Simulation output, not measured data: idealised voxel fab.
This is a process module. Its name is voxel self aligned vias.
The width of the displayed cross-section, cut, is 195 nm; its cells are square, with a size of 5 nm.
Notation: cross-section as square-cell grid; stated in bands, top first, going down; one or more cell rows per band.
Band entry format. Leading values: height of top, height of bottom, nm. Remainder: materials in left-to-right order, each with its width in nm. Special words: "throughout" on a single material, which then fills the band edge to edge; "empty", empty space.
Measure heights from 0. That's the level where, below it, the as-received wafer is all one material. The lowest band is bottomless and extends downward; write it as in "0..down".
Width spec "30 to 40" -> top row of cells at first value, bottom row at second value, equal per-row change in between.
No cell of the cross-section changed in a step that is given as "same as before".
For the entry "Sealed voids", the listed items are empty spaces with no open way to the top whose size is 8 cells or more; each item follows the pattern width x height at distance, where distance is from the left edge and all three are in nm.
Post-settings text on a step line: simulator's own remark regarding the step.
overlay nm: right-of-plan distance of the mask on a masked step; negative values mean left-of-plan.
THE PROCESS STEPS THAT WERE PLANNED ARE LISTED BELOW
1. RECEIVE: material Si
2. CONFORMAL_DEP: material SiO2, thk nm 10
3. CONFORMAL_DEP: material SiCN, thk nm 5
4. DIRECTIONAL_DEP: material SiO2, thk nm 30
5. MASKED_ETCH: tone open, mask id LINES, width nm 20, pitch nm 60, etch materials SiO2, depth nm 30, overlay nm 0
6. CONFORMAL_DEP: material TiN, thk nm 5
7. FILL_DEP: material Ru, thk nm 10
8. CMP: height nm 45
9. SELECTIVE_ETCH: etch materials W Ru TiN, depth nm 5
10. FILL_DEP: material SiN, thk nm 5
11. CMP: height nm 45
12. DIRECTIONAL_DEP: material SiO2, thk nm 20
13. DIRECTIONAL_DEP: material aC, thk nm 10
14. PATTERN: tone open, mask id VIAS, material resist, width nm 40, pitch nm 60, thk nm 30, overlay nm 0
15. DIRECTIONAL_ETCH: etch materials aC, depth nm 10
16. STRIP: etch materials resist
17. DIRECTIONAL_ETCH: etch materials SiO2, depth nm 20
18. DIRECTIONAL_ETCH: etch materials SiN, depth nm 5
19. STRIP: etch materials aC
20. CONFORMAL_DEP: material TiN, thk nm 5
21. FILL_DEP: material W, thk nm 10
22. CMP: height nm 65
23. CONFORMAL_DEP: material SiCN, thk nm 5
AS RECEIVED, AFTER STEP 1
> 0..down: Si throughout
> Sealed voids: none
CROSS-SECTIONAL VIEW OF THE FIRST OF THE TWO WAFERS UPON COMPLETION OF THE MODULE, PROCESSED IN ACCORDANCE WITH THE PLAN
> 70..65: SiCN throughout
> 65..50: SiO2 (45); TiN (5); W (30); TiN (5); SiO2 (20); TiN (5); W (30); TiN (5); SiO2 (50)
> 50..45: SiO2 (45); TiN (15); W (10); TiN (15); SiO2 (20); TiN (15); W (10); TiN (15); SiO2 (50)
> 45..40: SiO2 (55); TiN (20); SiO2 (40); TiN (20); SiO2 (60)
> 40..20: SiO2 (55); TiN (5); Ru (10); TiN (5); SiO2 (40); TiN (5); Ru (10); TiN (5); SiO2 (60)
> 20..15: SiO2 (55); TiN (20); SiO2 (40); TiN (20); SiO2 (60)
> 15..10: SiCN throughout
> 10..0: SiO2 throughout
> 0..down: Si throughout
> Sealed voids: none
CROSS-SECTION OF THE LATTER OF THE TWO WAFERS AT MODULE COMPLETION. IT HAD AN IDENTICAL START AND AN IDENTICAL PLAN TO THE FORMER; IN RUNNING IT, ONE MISTAKE WAS MADE
> 70..65: SiCN throughout
> 65..50: SiO2 (45); TiN (5); W (30); TiN (5); SiO2 (20); TiN (5); W (30); TiN (5); SiO2 (50)
> 50..45: SiO2 (45); TiN (40); SiO2 (20); TiN (40); SiO2 (50)
> 45..40: SiN (45); TiN (10); SiO2 (20); TiN (10); SiN (20); TiN (10); SiO2 (20); TiN (10); SiN (50)
> 40..20: Ru (50); TiN (5); SiO2 (20); TiN (5); Ru (30); TiN (5); SiO2 (20); TiN (5); Ru (55)
> 20..15: TiN (55); SiO2 (20); TiN (40); SiO2 (20); TiN (60)
> 15..10: SiCN throughout
> 10..0: SiO2 throughout
> 0..down: Si throughout
> Sealed voids: none
What was done differently from what was planned? step 5 ran as: MASKED_ETCH: tone cover, mask id LINES, width nm 20, pitch nm 60, etch materials SiO2, depth nm 30, overlay nm 0
Counted in cells at the end, the second wafer holds more or fewer of these materials than the first: Ru +92; SiN +23; SiO2 -138; TiN +27; W -4
